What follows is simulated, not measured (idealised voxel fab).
Process module in this document: voxel self aligned contacts
Xsec cut, 230 nm wide, square cell size 5 nm.
How to read a cross-section here: the picture is a grid of square cells, written as bands going from the top down, and any band can span one or more rows of cells. This entry defines a band. It first specifies the height of the band's top and the height of its bottom in nm, and then specifies the band's materials from left to right, stating each material with its width in nm. The word "throughout" identifies a single material that fills the band from edge to edge, while the word "blank" identifies empty space. Heads up on the height convention: 0 is the point under which the incoming wafer is all one material, and the lowest band has no bottom, it just keeps going down, like "from 0 down". Width "30->40": first value at the band's top row of cells, second value at its bottom row, equal change from row to row. Given "no modifications" for a step, no cell of the cross-section differs between before and after that step. The label "Closed-off voids" introduces a list of the empty spaces, 8 cells or larger, that have no open way up to the top; each entry in it reads width x height at distance, where the distance is taken from the left edge and all three are stated in nm. Formally, on a step line, whatever follows the settings is a remark that the simulator itself makes on the step. A step's line can hold "overlay nm"; with a mask on that step, the setting says how far right of the planned place the mask lay, while a negative setting says it lay to the left. Before/after cross-section pairs, one process step each; after shown to lowest changed band; step and settings beneath. Pairs may be from different runs of this module on the same starting wafer; a pair continues from the one above only where its "Pre-process state" entry says so.
Pre-process state:
* from 65 to 50: 50 aC | 55 blank | 15 aC | 55 blank | 55 aC
* from 50 to 45: 50 SiO2 | 55 blank | 15 SiO2 | 55 blank | 55 SiO2
* from 45 to 25: 15 SiO2 | 10 SiN | 35 polySi | 10 SiN | 15 blank | 10 SiN | 35 polySi | 10 SiN | 15 blank | 10 SiN | 35 polySi | 10 SiN | 20 SiO2
* from 25 to 0: SiN throughout
* from 0 to -5: SiO2 throughout
* from -5 down: Si throughout
* Closed-off voids: none
Section After Processing:
* from 50 to 45: 50 SiO2 | 55 blank | 15 SiO2 | 55 blank | 55 SiO2
* below 45: unchanged
* Closed-off voids: none
Step lying between the two cross-sections just above: STRIP [etch materials aC]
Pre-process state: the wafer arrives at this step looking as the after cross-section in the pair just above shows it.
Section After Processing:
* from 55 to 50: 55 TiN | 45 blank | 25 TiN | 45 blank | 60 TiN
* from 50 to 45: 50 SiO2 | 25 TiN | 5 blank | 25 TiN | 15 SiO2 | 25 TiN | 5 blank | 25 TiN | 55 SiO2
* from 45 to 30: 15 SiO2 | 10 SiN | 35 polySi | 10 SiN | 5 TiN | 5 blank | 5 TiN | 10 SiN | 35 polySi | 10 SiN | 5 TiN | 5 blank | 5 TiN | 10 SiN | 35 polySi | 10 SiN | 20 SiO2
* from 30 to 25: 15 SiO2 | 10 SiN | 35 polySi | 10 SiN | 15 TiN | 10 SiN | 35 polySi | 10 SiN | 15 TiN | 10 SiN | 35 polySi | 10 SiN | 20 SiO2
* below 25: unchanged
* Closed-off voids: none
Step lying between the two cross-sections just above: CONFORMAL_DEP [material TiN] [thk nm 5]
Pre-process state: the wafer arrives at this step looking as the after cross-section in the pair just above shows it.
Section After Processing:
* from 60 to 55: W throughout
* from 55 to 50: 55 TiN | 45 W | 25 TiN | 45 W | 60 TiN
* from 50 to 45: 50 SiO2 | 25 TiN | 5 W | 25 TiN | 15 SiO2 | 25 TiN | 5 W | 25 TiN | 55 SiO2
* from 45 to 30: 15 SiO2 | 10 SiN | 35 polySi | 10 SiN | 5 TiN | 5 W | 5 TiN | 10 SiN | 35 polySi | 10 SiN | 5 TiN | 5 W | 5 TiN | 10 SiN | 35 polySi | 10 SiN | 20 SiO2
* below 30: unchanged
* Closed-off voids: none
Step lying between the two cross-sections just above: FILL_DEP [material W] [thk nm 5]
Pre-process state: the wafer arrives at this step looking as the after cross-section in the pair just above shows it.
Section After Processing:
* from 50 to 45: 50 SiO2 | 25 TiN | 5 W | 25 TiN | 15 SiO2 | 25 TiN | 5 W | 25 TiN | 55 SiO2
* below 45: unchanged
* Closed-off voids: none
Step lying between the two cross-sections just above: CMP [height nm 50]
Pre-process state: the wafer arrives at this step looking as the after cross-section in the pair just above shows it.
Section After Processing:
* from 55 to 50: SiN throughout
* below 50: unchanged
* Closed-off voids: none
Step lying between the two cross-sections just above: CONFORMAL_DEP [material SiN] [thk nm 5]
Pre-process state:
* from 0 to -5: SiO2 throughout
* from -5 down: Si throughout
* Closed-off voids: none
Section After Processing:
* from 30 to 0: polySi throughout
* below 0: unchanged
* Closed-off voids: none
Step lying between the two cross-sections just above: DIRECTIONAL_DEP [material polySi] [thk nm 30]
Pre-process state: the wafer arrives at this step looking as the after cross-section in the pair just above shows it.
Section After Processing:
* from 55 to 30: SiN throughout
* below 30: unchanged
* Closed-off voids: none
Step lying between the two cross-sections just above: DIRECTIONAL_DEP [material SiN] [thk nm 25]
Pre-process state: the wafer arrives at this step looking as the after cross-section in the pair just above shows it.
Section After Processing:
* from 70 to 55: 25 blank | 35 resist | 35 blank | 35 resist | 35 blank | 35 resist | 30 blank
* below 55: unchanged
* Closed-off voids: none
Step lying between the two cross-sections just above: PATTERN [tone cover] [mask id GATE] [material resist] [width nm 35] [pitch nm 70] [thk nm 15] [overlay nm 0]
Pre-process state: the wafer arrives at this step looking as the after cross-section in the pair just above shows it.
Section After Processing:
* from 70 to 55: 25 blank | 35 resist | 35 blank | 35 resist | 35 blank | 35 resist | 30 blank
* from 55 to 30: 25 blank | 35 SiN | 35 blank | 35 SiN | 35 blank | 35 SiN | 30 blank
* below 30: unchanged
* Closed-off voids: none
Step lying between the two cross-sections just above: DIRECTIONAL_ETCH [etch materials SiN] [depth nm 25]
Pre-process state: the wafer arrives at this step looking as the after cross-section in the pair just above shows it.
Section After Processing:
* from 70 to 55: 25 blank | 35 resist | 35 blank | 35 resist | 35 blank | 35 resist | 30 blank
* from 55 to 30: 25 blank | 35 SiN | 35 blank | 35 SiN | 35 blank | 35 SiN | 30 blank
* from 30 to 10: 25 blank | 35 polySi | 35 blank | 35 polySi | 35 blank | 35 polySi | 30 blank
* below 10: unchanged
* Closed-off voids: none
Step lying between the two cross-sections just above: DIRECTIONAL_ETCH [etch materials polySi] [depth nm 20]
Pre-process state: the wafer arrives at this step looking as the after cross-section in the pair just above shows it.
Section After Processing:
* from 55 to 30: 25 blank | 35 SiN | 35 blank | 35 SiN | 35 blank | 35 SiN | 30 blank
* below 30: unchanged
* Closed-off voids: none
Step lying between the two cross-sections just above: STRIP [etch materials resist]
Pre-process state: the wafer arrives at this step looking as the after cross-section in the pair just above shows it.
Section After Processing:
* from 65 to 30: 15 blank | 55 SiN | 15 blank | 55 SiN | 15 blank | 55 SiN | 20 blank
* from 30 to 20: 15 blank | 10 SiN | 35 polySi | 10 SiN | 15 blank | 10 SiN | 35 polySi | 10 SiN | 15 blank | 10 SiN | 35 polySi | 10 SiN | 20 blank
* from 20 to 10: 25 SiN | 35 polySi | 35 SiN | 35 polySi | 35 SiN | 35 polySi | 30 SiN
* below 10: unchanged
* Closed-off voids: none
Step lying between the two cross-sections just above: CONFORMAL_DEP [material SiN] [thk nm 10]
Pre-process state: the wafer arrives at this step looking as the after cross-section in the pair just above shows it.
Section After Processing:
* from 55 to 30: 15 blank | 55 SiN | 15 blank | 55 SiN | 15 blank | 55 SiN | 20 blank
* from 30 to 10: 15 blank | 10 SiN | 35 polySi | 10 SiN | 15 blank | 10 SiN | 35 polySi | 10 SiN | 15 blank | 10 SiN | 35 polySi | 10 SiN | 20 blank
* below 10: unchanged
* Closed-off voids: none
Step lying between the two cross-sections just above: DIRECTIONAL_ETCH [etch materials SiN] [depth nm 10]
Pre-process state: the wafer arrives at this step looking as the after cross-section in the pair just above shows it.
Section After Processing:
* from 65 to 55: SiO2 throughout
* from 55 to 30: 15 SiO2 | 55 SiN | 15 SiO2 | 55 SiN | 15 SiO2 | 55 SiN | 20 SiO2
* from 30 to 10: 15 SiO2 | 10 SiN | 35 polySi | 10 SiN | 15 SiO2 | 10 SiN | 35 polySi | 10 SiN | 15 SiO2 | 10 SiN | 35 polySi | 10 SiN | 20 SiO2
* below 10: unchanged
* Closed-off voids: none
Step lying between the two cross-sections just above: FILL_DEP [material SiO2] [thk nm 10]
Pre-process state: the wafer arrives at this step looking as the after cross-section in the pair just above shows it.
Section After Processing:
* from 50 to 30: 15 SiO2 | 55 SiN | 15 SiO2 | 55 SiN | 15 SiO2 | 55 SiN | 20 SiO2
* below 30: unchanged
* Closed-off voids: none
Step lying between the two cross-sections just above: CMP [height nm 50]
Pre-process state: the wafer arrives at this step looking as the after cross-section in the pair just above shows it.
Section After Processing:
* from 65 to 50: aC throughout
* below 50: unchanged
* Closed-off voids: none
Step lying between the two cross-sections just above: DIRECTIONAL_DEP [material aC] [thk nm 15]
Pre-process state: the wafer arrives at this step looking as the after cross-section in the pair just above shows it.
Section After Processing:
* from 100 to 65: 50 resist | 55 blank | 15 resist | 55 blank | 55 resist
* below 65: unchanged
* Closed-off voids: none
Step lying between the two cross-sections just above: PATTERN [tone open] [mask id CONTACT] [material resist] [width nm 55] [pitch nm 70] [thk nm 35] [overlay nm 0]
Pre-process state: the wafer arrives at this step looking as the after cross-section in the pair just above shows it.
Section After Processing:
* from 85 to 65: 50 resist | 55 blank | 15 resist | 55 blank | 55 resist
* from 65 to 50: 50 aC | 55 blank | 15 aC | 55 blank | 55 aC
* below 50: unchanged
* Closed-off voids: none
Step lying between the two cross-sections just above: DIRECTIONAL_ETCH [etch materials aC] [depth nm 15]
Pre-process state: the wafer arrives at this step looking as the after cross-section in the pair just above shows it.
Section After Processing:
* from 65 to 50: 50 aC | 55 blank | 15 aC | 55 blank | 55 aC
* below 50: unchanged
* Closed-off voids: none
Step lying between the two cross-sections just above: STRIP [etch materials resist]
Pre-process state: the wafer arrives at this step looking as the after cross-section in the pair just above shows it.
Section After Processing:
* from 65 to 50: 50 aC | 55 blank | 15 aC | 55 blank | 55 aC
* from 50 to 30: 15 SiO2 | 55 SiN | 15 blank | 55 SiN | 15 blank | 55 SiN | 20 SiO2
* from 30 to 10: 15 SiO2 | 10 SiN | 35 polySi | 10 SiN | 15 blank | 10 SiN | 35 polySi | 10 SiN | 15 blank | 10 SiN | 35 polySi | 10 SiN | 20 SiO2
* below 10: unchanged
* Closed-off voids: none
Step lying between the two cross-sections just above: DIRECTIONAL_ETCH [etch materials SiO2] [depth nm 55]
Pre-process state: the wafer arrives at this step looking as the after cross-section in the pair just above shows it.
Section After Processing:
* from 50 to 30: 15 SiO2 | 55 SiN | 15 blank | 55 SiN | 15 blank | 55 SiN | 20 SiO2
* below 30: unchanged
* Closed-off voids: none
Step lying between the two cross-sections just above: STRIP [etch materials aC]
Pre-process state: the wafer arrives at this step looking as the after cross-section in the pair just above shows it.
Section After Processing:
* from 55 to 50: 75 TiN | 5 blank | 65 TiN | 5 blank | 80 TiN
* from 50 to 30: 15 SiO2 | 55 SiN | 5 TiN | 5 blank | 5 TiN | 55 SiN | 5 TiN | 5 blank | 5 TiN | 55 SiN | 20 SiO2
* from 30 to 15: 15 SiO2 | 10 SiN | 35 polySi | 10 SiN | 5 TiN | 5 blank | 5 TiN | 10 SiN | 35 polySi | 10 SiN | 5 TiN | 5 blank | 5 TiN | 10 SiN | 35 polySi | 10 SiN | 20 SiO2
* from 15 to 10: 15 SiO2 | 10 SiN | 35 polySi | 10 SiN | 15 TiN | 10 SiN | 35 polySi | 10 SiN | 15 TiN | 10 SiN | 35 polySi | 10 SiN | 20 SiO2
* below 10: unchanged
* Closed-off voids: none
Step lying between the two cross-sections just above: CONFORMAL_DEP [material TiN] [thk nm 5]
Pre-process state: the wafer arrives at this step looking as the after cross-section in the pair just above shows it.
Section After Processing:
* from 60 to 55: W throughout
* from 55 to 50: 75 TiN | 5 W | 65 TiN | 5 W | 80 TiN
* from 50 to 30: 15 SiO2 | 55 SiN | 5 TiN | 5 W | 5 TiN | 55 SiN | 5 TiN | 5 W | 5 TiN | 55 SiN | 20 SiO2
* from 30 to 15: 15 SiO2 | 10 SiN | 35 polySi | 10 SiN | 5 TiN | 5 W | 5 TiN | 10 SiN | 35 polySi | 10 SiN | 5 TiN | 5 W | 5 TiN | 10 SiN | 35 polySi | 10 SiN | 20 SiO2
* below 15: unchanged
* Closed-off voids: none
Step lying between the two cross-sections just above: FILL_DEP [material W] [thk nm 5]
Pre-process state: the wafer arrives at this step looking as the after cross-section in the pair just above shows it.
Section After Processing:
* from 50 to 30: 15 SiO2 | 55 SiN | 5 TiN | 5 W | 5 TiN | 55 SiN | 5 TiN | 5 W | 5 TiN | 55 SiN | 20 SiO2
* below 30: unchanged
* Closed-off voids: none
Step lying between the two cross-sections just above: CMP [height nm 50]
Pre-process state: the wafer arrives at this step looking as the after cross-section in the pair just above shows it.
Section After Processing:
* from 55 to 50: SiN throughout
* below 50: unchanged
* Closed-off voids: none
Step lying between the two cross-sections just above: CONFORMAL_DEP [material SiN] [thk nm 5]
Pre-process state:
* from 65 to 50: aC throughout
* from 50 to 45: SiO2 throughout
* from 45 to 20: 15 SiO2 | 55 SiN | 15 SiO2 | 55 SiN | 15 SiO2 | 55 SiN | 20 SiO2
* from 20 to 0: 15 SiO2 | 10 SiN | 35 polySi | 10 SiN | 15 SiO2 | 10 SiN | 35 polySi | 10 SiN | 15 SiO2 | 10 SiN | 35 polySi | 10 SiN | 20 SiO2
* from 0 to -5: SiO2 throughout
* from -5 down: Si throughout
* Closed-off voids: none
Section After Processing:
* from 100 to 65: 55 resist | 50 blank | 20 resist | 50 blank | 55 resist
* below 65: unchanged
* Closed-off voids: none
Step lying between the two cross-sections just above: PATTERN [tone open] [mask id CONTACT] [material resist] [width nm 50] [pitch nm 70] [thk nm 35] [overlay nm 0]
Pre-process state: the wafer arrives at this step looking as the after cross-section in the pair just above shows it.
Section After Processing:
* from 85 to 65: 55 resist | 50 blank | 20 resist | 50 blank | 55 resist
* from 65 to 50: 55 aC | 50 blank | 20 aC | 50 blank | 55 aC
* below 50: unchanged
* Closed-off voids: none
Step lying between the two cross-sections just above: DIRECTIONAL_ETCH [etch materials aC] [depth nm 15]
Pre-process state: the wafer arrives at this step looking as the after cross-section in the pair just above shows it.
Section After Processing:
* from 65 to 50: 55 aC | 50 blank | 20 aC | 50 blank | 55 aC
* below 50: unchanged
* Closed-off voids: none
Step lying between the two cross-sections just above: STRIP [etch materials resist]
Pre-process state: the wafer arrives at this step looking as the after cross-section in the pair just above shows it.
Section After Processing:
* from 65 to 50: 55 aC | 50 blank | 20 aC | 50 blank | 55 aC
* from 50 to 45: 55 SiO2 | 50 blank | 20 SiO2 | 50 blank | 55 SiO2
* from 45 to 20: 15 SiO2 | 55 SiN | 15 blank | 55 SiN | 15 blank | 55 SiN | 20 SiO2
* from 20 to 0: 15 SiO2 | 10 SiN | 35 polySi | 10 SiN | 15 blank | 10 SiN | 35 polySi | 10 SiN | 15 blank | 10 SiN | 35 polySi | 10 SiN | 20 SiO2
* from 0 to -5: 70 SiO2 | 15 blank | 55 SiO2 | 15 blank | 75 SiO2
* below -5: unchanged
* Closed-off voids: none
Step lying between the two cross-sections just above: DIRECTIONAL_ETCH [etch materials SiO2] [depth nm 55]
Pre-process state: the wafer arrives at this step looking as the after cross-section in the pair just above shows it.
Section After Processing:
* from 50 to 45: 55 SiO2 | 50 blank | 20 SiO2 | 50 blank | 55 SiO2
* below 45: unchanged
* Closed-off voids: none
Step lying between the two cross-sections just above: STRIP [etch materials aC]
Pre-process state: the wafer arrives at this step looking as the after cross-section in the pair just above shows it.
Section After Processing:
* from 55 to 50: 60 TiN | 40 blank | 30 TiN | 40 blank | 60 TiN
* from 50 to 45: 55 SiO2 | 20 TiN | 5 blank | 25 TiN | 20 SiO2 | 20 TiN | 5 blank | 25 TiN | 55 SiO2
* from 45 to 20: 15 SiO2 | 55 SiN | 5 TiN | 5 blank | 5 TiN | 55 SiN | 5 TiN | 5 blank | 5 TiN | 55 SiN | 20 SiO2
* from 20 to 0: 15 SiO2 | 10 SiN | 35 polySi | 10 SiN | 5 TiN | 5 blank | 5 TiN | 10 SiN | 35 polySi | 10 SiN | 5 TiN | 5 blank | 5 TiN | 10 SiN | 35 polySi | 10 SiN | 20 SiO2
* from 0 to -5: 70 SiO2 | 15 TiN | 55 SiO2 | 15 TiN | 75 SiO2
* below -5: unchanged
* Closed-off voids: none
Step lying between the two cross-sections just above: CONFORMAL_DEP [material TiN] [thk nm 5]
Pre-process state: the wafer arrives at this step looking as the after cross-section in the pair just above shows it.
Section After Processing:
* from 60 to 55: W throughout
* from 55 to 50: 60 TiN | 40 W | 30 TiN | 40 W | 60 TiN
* from 50 to 45: 55 SiO2 | 20 TiN | 5 W | 25 TiN | 20 SiO2 | 20 TiN | 5 W | 25 TiN | 55 SiO2
* from 45 to 20: 15 SiO2 | 55 SiN | 5 TiN | 5 W | 5 TiN | 55 SiN | 5 TiN | 5 W | 5 TiN | 55 SiN | 20 SiO2
* from 20 to 0: 15 SiO2 | 10 SiN | 35 polySi | 10 SiN | 5 TiN | 5 W | 5 TiN | 10 SiN | 35 polySi | 10 SiN | 5 TiN | 5 W | 5 TiN | 10 SiN | 35 polySi | 10 SiN | 20 SiO2
* below 0: unchanged
* Closed-off voids: none
Step lying between the two cross-sections just above: FILL_DEP [material W] [thk nm 5]
Pre-process state: the wafer arrives at this step looking as the after cross-section in the pair just above shows it.
Section After Processing:
* from 50 to 45: 55 SiO2 | 20 TiN | 5 W | 25 TiN | 20 SiO2 | 20 TiN | 5 W | 25 TiN | 55 SiO2
* below 45: unchanged
* Closed-off voids: none
Step lying between the two cross-sections just above: CMP [height nm 50]
Pre-process state: the wafer arrives at this step looking as the after cross-section in the pair just above shows it.
Section After Processing:
* from 55 to 50: SiN throughout
* below 50: unchanged
* Closed-off voids: none
Step lying between the two cross-sections just above: CONFORMAL_DEP [material SiN] [thk nm 5]
Pre-process state:
* from 45 to 20: SiN throughout
* from 20 to 0: polySi throughout
* from 0 to -5: SiO2 throughout
* from -5 down: Si throughout
* Closed-off voids: none
Section After Processing:
* from 60 to 45: 15 blank | 35 resist | 35 blank | 35 resist | 35 blank | 35 resist | 40 blank
* below 45: unchanged
* Closed-off voids: none
Step lying between the two cross-sections just above: PATTERN [tone cover] [mask id GATE] [material resist] [width nm 35] [pitch nm 70] [thk nm 15] [overlay nm -10]
Pre-process state: the wafer arrives at this step looking as the after cross-section in the pair just above shows it.
Section After Processing:
* from 60 to 45: 15 blank | 35 resist | 35 blank | 35 resist | 35 blank | 35 resist | 40 blank
* from 45 to 20: 15 blank | 35 SiN | 35 blank | 35 SiN | 35 blank | 35 SiN | 40 blank
* below 20: unchanged
* Closed-off voids: none
Step lying between the two cross-sections just above: DIRECTIONAL_ETCH [etch materials SiN] [depth nm 25]
Pre-process state: the wafer arrives at this step looking as the after cross-section in the pair just above shows it.
Section After Processing:
* from 60 to 45: 15 blank | 35 resist | 35 blank | 35 resist | 35 blank | 35 resist | 40 blank
* from 45 to 20: 15 blank | 35 SiN | 35 blank | 35 SiN | 35 blank | 35 SiN | 40 blank
* from 20 to 0: 15 blank | 35 polySi | 35 blank | 35 polySi | 35 blank | 35 polySi | 40 blank
* below 0: unchanged
* Closed-off voids: none
Step lying between the two cross-sections just above: DIRECTIONAL_ETCH [etch materials polySi] [depth nm 20]
Pre-process state: the wafer arrives at this step looking as the after cross-section in the pair just above shows it.
Section After Processing:
* from 45 to 20: 15 blank | 35 SiN | 35 blank | 35 SiN | 35 blank | 35 SiN | 40 blank
* below 20: unchanged
* Closed-off voids: none
Step lying between the two cross-sections just above: STRIP [etch materials resist]
Pre-process state: the wafer arrives at this step looking as the after cross-section in the pair just above shows it.
Section After Processing:
* from 55 to 20: 5 blank | 55 SiN | 15 blank | 55 SiN | 15 blank | 55 SiN | 30 blank
* from 20 to 10: 5 blank | 10 SiN | 35 polySi | 10 SiN | 15 blank | 10 SiN | 35 polySi | 10 SiN | 15 blank | 10 SiN | 35 polySi | 10 SiN | 30 blank
* from 10 to 0: 15 SiN | 35 polySi | 35 SiN | 35 polySi | 35 SiN | 35 polySi | 40 SiN
* below 0: unchanged
* Closed-off voids: none
Step lying between the two cross-sections just above: CONFORMAL_DEP [material SiN] [thk nm 10]
Pre-process state: the wafer arrives at this step looking as the after cross-section in the pair just above shows it.
Section After Processing:
* from 45 to 20: 5 blank | 55 SiN | 15 blank | 55 SiN | 15 blank | 55 SiN | 30 blank
* from 20 to 0: 5 blank | 10 SiN | 35 polySi | 10 SiN | 15 blank | 10 SiN | 35 polySi | 10 SiN | 15 blank | 10 SiN | 35 polySi | 10 SiN | 30 blank
* below 0: unchanged
* Closed-off voids: none
Step lying between the two cross-sections just above: DIRECTIONAL_ETCH [etch materials SiN] [depth nm 10]
Pre-process state: the wafer arrives at this step looking as the after cross-section in the pair just above shows it.
Section After Processing:
* from 55 to 45: SiO2 throughout
* from 45 to 20: 5 SiO2 | 55 SiN | 15 SiO2 | 55 SiN | 15 SiO2 | 55 SiN | 30 SiO2
* from 20 to 0: 5 SiO2 | 10 SiN | 35 polySi | 10 SiN | 15 SiO2 | 10 SiN | 35 polySi | 10 SiN | 15 SiO2 | 10 SiN | 35 polySi | 10 SiN | 30 SiO2
* below 0: unchanged
* Closed-off voids: none
Step lying between the two cross-sections just above: FILL_DEP [material SiO2] [thk nm 10]
Pre-process state: the wafer arrives at this step looking as the after cross-section in the pair just above shows it.
Section After Processing:
* from 50 to 45: SiO2 throughout
* below 45: unchanged
* Closed-off voids: none
Step lying between the two cross-sections just above: CMP [height nm 50]
Pre-process state: the wafer arrives at this step looking as the after cross-section in the pair just above shows it.
Section After Processing:
* from 65 to 50: aC throughout
* below 50: unchanged
* Closed-off voids: none
Step lying between the two cross-sections just above: DIRECTIONAL_DEP [material aC] [thk nm 15]
Pre-process state: the wafer arrives at this step looking as the after cross-section in the pair just above shows it.
Section After Processing:
* from 100 to 65: 50 resist | 55 blank | 15 resist | 55 blank | 55 resist
* below 65: unchanged
* Closed-off voids: none
Step lying between the two cross-sections just above: PATTERN [tone open] [mask id CONTACT] [material resist] [width nm 55] [pitch nm 70] [thk nm 35] [overlay nm 0]
Pre-process state: the wafer arrives at this step looking as the after cross-section in the pair just above shows it.
Section After Processing:
* from 85 to 65: 50 resist | 55 blank | 15 resist | 55 blank | 55 resist
* from 65 to 50: 50 aC | 55 blank | 15 aC | 55 blank | 55 aC
* below 50: unchanged
* Closed-off voids: none
Step lying between the two cross-sections just above: DIRECTIONAL_ETCH [etch materials aC] [depth nm 15]
Pre-process state: the wafer arrives at this step looking as the after cross-section in the pair just above shows it.
Section After Processing:
* from 65 to 50: 50 aC | 55 blank | 15 aC | 55 blank | 55 aC
* below 50: unchanged
* Closed-off voids: none
Step lying between the two cross-sections just above: STRIP [etch materials resist]
Pre-process state: the wafer arrives at this step looking as the after cross-section in the pair just above shows it.
Section After Processing:
* from 65 to 50: 50 aC | 55 blank | 15 aC | 55 blank | 55 aC
* from 50 to 45: 50 SiO2 | 55 blank | 15 SiO2 | 55 blank | 55 SiO2
* from 45 to 20: 5 SiO2 | 55 SiN | 15 blank | 55 SiN | 15 blank | 55 SiN | 30 SiO2
* from 20 to 0: 5 SiO2 | 10 SiN | 35 polySi | 10 SiN | 15 blank | 10 SiN | 35 polySi | 10 SiN | 15 blank | 10 SiN | 35 polySi | 10 SiN | 30 SiO2
* from 0 to -5: 60 SiO2 | 15 blank | 55 SiO2 | 15 blank | 85 SiO2
* below -5: unchanged
* Closed-off voids: none
Step lying between the two cross-sections just above: DIRECTIONAL_ETCH [etch materials SiO2] [depth nm 55]
Pre-process state: the wafer arrives at this step looking as the after cross-section in the pair just above shows it.
Section After Processing:
* from 50 to 45: 50 SiO2 | 55 blank | 15 SiO2 | 55 blank | 55 SiO2
* below 45: unchanged
* Closed-off voids: none
Step lying between the two cross-sections just above: STRIP [etch materials aC]
Pre-process state: the wafer arrives at this step looking as the after cross-section in the pair just above shows it.
Section After Processing:
* from 55 to 50: 55 TiN | 45 blank | 25 TiN | 45 blank | 60 TiN
* from 50 to 45: 50 SiO2 | 15 TiN | 5 blank | 35 TiN | 15 SiO2 | 15 TiN | 5 blank | 35 TiN | 55 SiO2
* from 45 to 20: 5 SiO2 | 55 SiN | 5 TiN | 5 blank | 5 TiN | 55 SiN | 5 TiN | 5 blank | 5 TiN | 55 SiN | 30 SiO2
* from 20 to 0: 5 SiO2 | 10 SiN | 35 polySi | 10 SiN | 5 TiN | 5 blank | 5 TiN | 10 SiN | 35 polySi | 10 SiN | 5 TiN | 5 blank | 5 TiN | 10 SiN | 35 polySi | 10 SiN | 30 SiO2
* from 0 to -5: 60 SiO2 | 15 TiN | 55 SiO2 | 15 TiN | 85 SiO2
* below -5: unchanged
* Closed-off voids: none
Step lying between the two cross-sections just above: CONFORMAL_DEP [material TiN] [thk nm 5]
Pre-process state: the wafer arrives at this step looking as the after cross-section in the pair just above shows it.
Section After Processing:
* from 60 to 55: W throughout
* from 55 to 50: 55 TiN | 45 W | 25 TiN | 45 W | 60 TiN
* from 50 to 45: 50 SiO2 | 15 TiN | 5 W | 35 TiN | 15 SiO2 | 15 TiN | 5 W | 35 TiN | 55 SiO2
* from 45 to 20: 5 SiO2 | 55 SiN | 5 TiN | 5 W | 5 TiN | 55 SiN | 5 TiN | 5 W | 5 TiN | 55 SiN | 30 SiO2
* from 20 to 0: 5 SiO2 | 10 SiN | 35 polySi | 10 SiN | 5 TiN | 5 W | 5 TiN | 10 SiN | 35 polySi | 10 SiN | 5 TiN | 5 W | 5 TiN | 10 SiN | 35 polySi | 10 SiN | 30 SiO2
* below 0: unchanged
* Closed-off voids: none
Step lying between the two cross-sections just above: FILL_DEP [material W] [thk nm 5]
Pre-process state: the wafer arrives at this step looking as the after cross-section in the pair just above shows it.
Section After Processing:
* from 50 to 45: 50 SiO2 | 15 TiN | 5 W | 35 TiN | 15 SiO2 | 15 TiN | 5 W | 35 TiN | 55 SiO2
* below 45: unchanged
* Closed-off voids: none
Step lying between the two cross-sections just above: CMP [height nm 50]
Pre-process state: the wafer arrives at this step looking as the after cross-section in the pair just above shows it.
Section After Processing:
* from 55 to 50: SiN throughout
* below 50: unchanged
* Closed-off voids: none
Step lying between the two cross-sections just above: CONFORMAL_DEP [material SiN] [thk nm 5]
Pre-process state:
* from 20 to 0: polySi throughout
* from 0 to -5: SiO2 throughout
* from -5 down: Si throughout
* Closed-off voids: none
Section After Processing:
* from 45 to 20: SiO2 throughout
* below 20: unchanged
* Closed-off voids: none
Step lying between the two cross-sections just above: DIRECTIONAL_DEP [material SiO2] [thk nm 25]
Pre-process state: the wafer arrives at this step looking as the after cross-section in the pair just above shows it.
Section After Processing:
* from 60 to 45: 25 blank | 35 resist | 35 blank | 35 resist | 35 blank | 35 resist | 30 blank
* below 45: unchanged
* Closed-off voids: none
Step lying between the two cross-sections just above: PATTERN [tone cover] [mask id GATE] [material resist] [width nm 35] [pitch nm 70] [thk nm 15] [overlay nm 0]
Pre-process state: the wafer arrives at this step looking as the after cross-section in the pair just above shows it.
Section After Processing:
* from 45 to 20: SiO2 throughout
* below 20: unchanged
* Closed-off voids: none
Step lying between the two cross-sections just above: STRIP [etch materials resist]
Pre-process state: the wafer arrives at this step looking as the after cross-section in the pair just above shows it.
Section After Processing:
* from 55 to 45: SiN throughout
* below 45: unchanged
* Closed-off voids: none
Step lying between the two cross-sections just above: CONFORMAL_DEP [material SiN] [thk nm 10]
Pre-process state: the wafer arrives at this step looking as the after cross-section in the pair just above shows it.
Section After Processing:
* from 45 to 20: SiO2 throughout
* below 20: unchanged
* Closed-off voids: none
Step lying between the two cross-sections just above: DIRECTIONAL_ETCH [etch materials SiN] [depth nm 10]
Pre-process state: the wafer arrives at this step looking as the after cross-section in the pair just above shows it.
Section After Processing:
* from 55 to 20: SiO2 throughout
* below 20: unchanged
* Closed-off voids: none
Step lying between the two cross-sections just above: FILL_DEP [material SiO2] [thk nm 10]
Pre-process state: the wafer arrives at this step looking as the after cross-section in the pair just above shows it.
Section After Processing:
* from 50 to 20: SiO2 throughout
* below 20: unchanged
* Closed-off voids: none
Step lying between the two cross-sections just above: CMP [height nm 50]
Pre-process state: the wafer arrives at this step looking as the after cross-section in the pair just above shows it.
Section After Processing:
* from 65 to 50: aC throughout
* below 50: unchanged
* Closed-off voids: none
Step lying between the two cross-sections just above: DIRECTIONAL_DEP [material aC] [thk nm 15]
Pre-process state: the wafer arrives at this step looking as the after cross-section in the pair just above shows it.
Section After Processing:
* from 100 to 65: 50 resist | 55 blank | 15 resist | 55 blank | 55 resist
* below 65: unchanged
* Closed-off voids: none
Step lying between the two cross-sections just above: PATTERN [tone open] [mask id CONTACT] [material resist] [width nm 55] [pitch nm 70] [thk nm 35] [overlay nm 0]
Pre-process state: the wafer arrives at this step looking as the after cross-section in the pair just above shows it.
Section After Processing:
* from 85 to 65: 50 resist | 55 blank | 15 resist | 55 blank | 55 resist
* from 65 to 50: 50 aC | 55 blank | 15 aC | 55 blank | 55 aC
* below 50: unchanged
* Closed-off voids: none
Step lying between the two cross-sections just above: DIRECTIONAL_ETCH [etch materials aC] [depth nm 15]
Pre-process state: the wafer arrives at this step looking as the after cross-section in the pair just above shows it.
Section After Processing:
* from 65 to 50: 50 aC | 55 blank | 15 aC | 55 blank | 55 aC
* below 50: unchanged
* Closed-off voids: none
Step lying between the two cross-sections just above: STRIP [etch materials resist]
Pre-process state: the wafer arrives at this step looking as the after cross-section in the pair just above shows it.
Section After Processing:
* from 65 to 50: 50 aC | 55 blank | 15 aC | 55 blank | 55 aC
* from 50 to 20: 50 SiO2 | 55 blank | 15 SiO2 | 55 blank | 55 SiO2
* below 20: unchanged
* Closed-off voids: none
Step lying between the two cross-sections just above: DIRECTIONAL_ETCH [etch materials SiO2] [depth nm 55]
Pre-process state: the wafer arrives at this step looking as the after cross-section in the pair just above shows it.
Section After Processing:
* from 50 to 20: 50 SiO2 | 55 blank | 15 SiO2 | 55 blank | 55 SiO2
* below 20: unchanged
* Closed-off voids: none
Step lying between the two cross-sections just above: STRIP [etch materials aC]
Pre-process state: the wafer arrives at this step looking as the after cross-section in the pair just above shows it.
Section After Processing:
* from 55 to 50: 55 TiN | 45 blank | 25 TiN | 45 blank | 60 TiN
* from 50 to 25: 50 SiO2 | 5 TiN | 45 blank | 5 TiN | 15 SiO2 | 5 TiN | 45 blank | 5 TiN | 55 SiO2
* from 25 to 20: 50 SiO2 | 55 TiN | 15 SiO2 | 55 TiN | 55 SiO2
* below 20: unchanged
* Closed-off voids: none
Step lying between the two cross-sections just above: CONFORMAL_DEP [material TiN] [thk nm 5]
